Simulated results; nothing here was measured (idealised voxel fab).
process module | voxel ribs on slabs
cross-section cut | 155 nm wide | cells 5 nm
A cross-section is a grid of square cells, given in bands from the top down. A band is one or more rows of cells.
Each band's line starts with the height of the band's top and of its bottom, in nm. Then come its materials from left to right, each with its width in nm. One material with "throughout" fills the band from edge to edge. "air" is empty space.
Height 0 is the level under which the wafer as received is all one material. The lowest band goes on downwards, as in "0 down".
A width such as "30 to 40" changes by the same amount from each row of cells to the next, from the band's top row to its bottom row.
"no change" after a step means that no cell of the cross-section changed.
closed voids: empty space of 8 cells or more with no open way to the top, each as width x height at its distance from the left edge, in nm
after a step's settings: what the simulator itself notes on the step
overlay nm, on a step with a mask: how far to the right of its planned place the mask lay; to the left if negative
plan
1 op RECEIVE | material Si
2 op DIRECTIONAL_DEP | material SiO2 | thk nm 30
3 op DIRECTIONAL_DEP | material polySi | thk nm 20
4 op PATTERN | tone cover | mask id RIB | material resist | width nm 15 | thk nm 15 | overlay nm 0
5 op DIRECTIONAL_ETCH | etch materials polySi | depth nm 10
6 op STRIP | etch materials resist
7 op DIRECTIONAL_DEP | material aC | thk nm 15
8 op PATTERN | tone cover | mask id SLAB | material resist | width nm 75 | thk nm 35 | overlay nm 0
9 op DIRECTIONAL_ETCH | etch materials aC | depth nm 15
10 op STRIP | etch materials resist
11 op DIRECTIONAL_ETCH | etch materials polySi | depth nm 10
12 op STRIP | etch materials aC
13 op FILL_DEP | material SiO2 | thk nm 25
14 op CMP | height nm 65
15 op DIRECTIONAL_DEP | material W | thk nm 10
16 op PATTERN | tone cover | mask id HEATER | material resist | width nm 25 | thk nm 15 | overlay nm 0
17 op DIRECTIONAL_ETCH | etch materials W | depth nm 10
18 op STRIP | etch materials resist
19 op CONFORMAL_DEP | material SiO2 | thk nm 5
first wafer, as planned
as received, after step 1
  0 down: Si throughout
  closed voids: none
after step 2
  30 to 0: SiO2 throughout
  below 0: unchanged
after step 3
  50 to 30: polySi throughout
  below 30: unchanged
after step 4
  65 to 50: air 70 | resist 15 | air 70
  below 50: unchanged
after step 5
  65 to 50: air 70 | resist 15 | air 70
  50 to 40: air 70 | polySi 15 | air 70
  below 40: unchanged
after step 6
  50 to 40: air 70 | polySi 15 | air 70
  below 40: unchanged
after step 7
  65 to 55: air 70 | aC 15 | air 70
  55 to 50: aC throughout
  50 to 40: aC 70 | polySi 15 | aC 70
  below 40: unchanged
after step 8
  100 to 65: air 40 | resist 75 | air 40
  65 to 55: air 40 | resist 30 | aC 15 | resist 30 | air 40
  below 55: unchanged
after step 9
  85 to 65: air 40 | resist 75 | air 40
  65 to 55: air 40 | resist 30 | aC 15 | resist 30 | air 40
  55 to 50: air 40 | aC 75 | air 40
  50 to 40: air 40 | aC 30 | polySi 15 | aC 30 | air 40
  below 40: unchanged
after step 10
  65 to 55: air 70 | aC 15 | air 70
  below 55: unchanged
after step 11
  65 to 55: air 70 | aC 15 | air 70
  55 to 50: air 40 | aC 75 | air 40
  50 to 40: air 40 | aC 30 | polySi 15 | aC 30 | air 40
  40 to 30: air 40 | polySi 75 | air 40
  below 30: unchanged
after step 12
  50 to 40: air 70 | polySi 15 | air 70
  below 40: unchanged
after step 13
  75 to 50: SiO2 throughout
  50 to 40: SiO2 70 | polySi 15 | SiO2 70
  40 to 30: SiO2 40 | polySi 75 | SiO2 40
  below 30: unchanged
after step 14
  65 to 50: SiO2 throughout
  below 50: unchanged
after step 15
  75 to 65: W throughout
  below 65: unchanged
after step 16
  90 to 75: air 65 | resist 25 | air 65
  below 75: unchanged
after step 17
  90 to 75: air 65 | resist 25 | air 65
  75 to 65: air 65 | W 25 | air 65
  below 65: unchanged
after step 18
  75 to 65: air 65 | W 25 | air 65
  below 65: unchanged
after step 19
  80 to 75: air 60 | SiO2 35 | air 60
  75 to 70: air 60 | SiO2 5 | W 25 | SiO2 5 | air 60
  70 to 65: SiO2 65 | W 25 | SiO2 65
  below 65: unchanged
second wafer: like start, like plan, one mistake. Through step 2 it matches the first wafer
when step 3 should have ended
  50 to 30: W throughout
  below 30: unchanged
when step 4 should have ended
  65 to 50: air 70 | resist 15 | air 70
  below 50: unchanged
when step 5 should have ended: no change
when step 6 should have ended
  50 to 30: W throughout
  below 30: unchanged
when step 7 should have ended
  65 to 50: aC throughout
  below 50: unchanged
when step 8 should have ended
  100 to 65: air 40 | resist 75 | air 40
  below 65: unchanged
when step 9 should have ended
  85 to 65: air 40 | resist 75 | air 40
  65 to 50: air 40 | aC 75 | air 40
  below 50: unchanged
when step 10 should have ended
  65 to 50: air 40 | aC 75 | air 40
  below 50: unchanged
when step 11 should have ended: no change
when step 12 should have ended
  50 to 30: W throughout
  below 30: unchanged
when step 13 should have ended
  75 to 50: SiO2 throughout
  below 50: unchanged
when step 14 should have ended
  65 to 50: SiO2 throughout
  below 50: unchanged
when step 15 should have ended
  75 to 65: W throughout
  below 65: unchanged
when step 16 should have ended
  90 to 75: air 65 | resist 25 | air 65
  below 75: unchanged
when step 17 should have ended
  90 to 75: air 65 | resist 25 | air 65
  75 to 65: air 65 | W 25 | air 65
  below 65: unchanged
when step 18 should have ended
  75 to 65: air 65 | W 25 | air 65
  below 65: unchanged
when step 19 should have ended
  80 to 75: air 60 | SiO2 35 | air 60
  75 to 70: air 60 | SiO2 5 | W 25 | SiO2 5 | air 60
  70 to 65: SiO2 65 | W 25 | SiO2 65
  below 65: unchanged
what went wrong: step 3 ran as: op DIRECTIONAL_DEP | material W | thk nm 20
at the end the second wafer has, in cells: 88 fewer of SiO2 | 124 more of W | 36 fewer of polySi
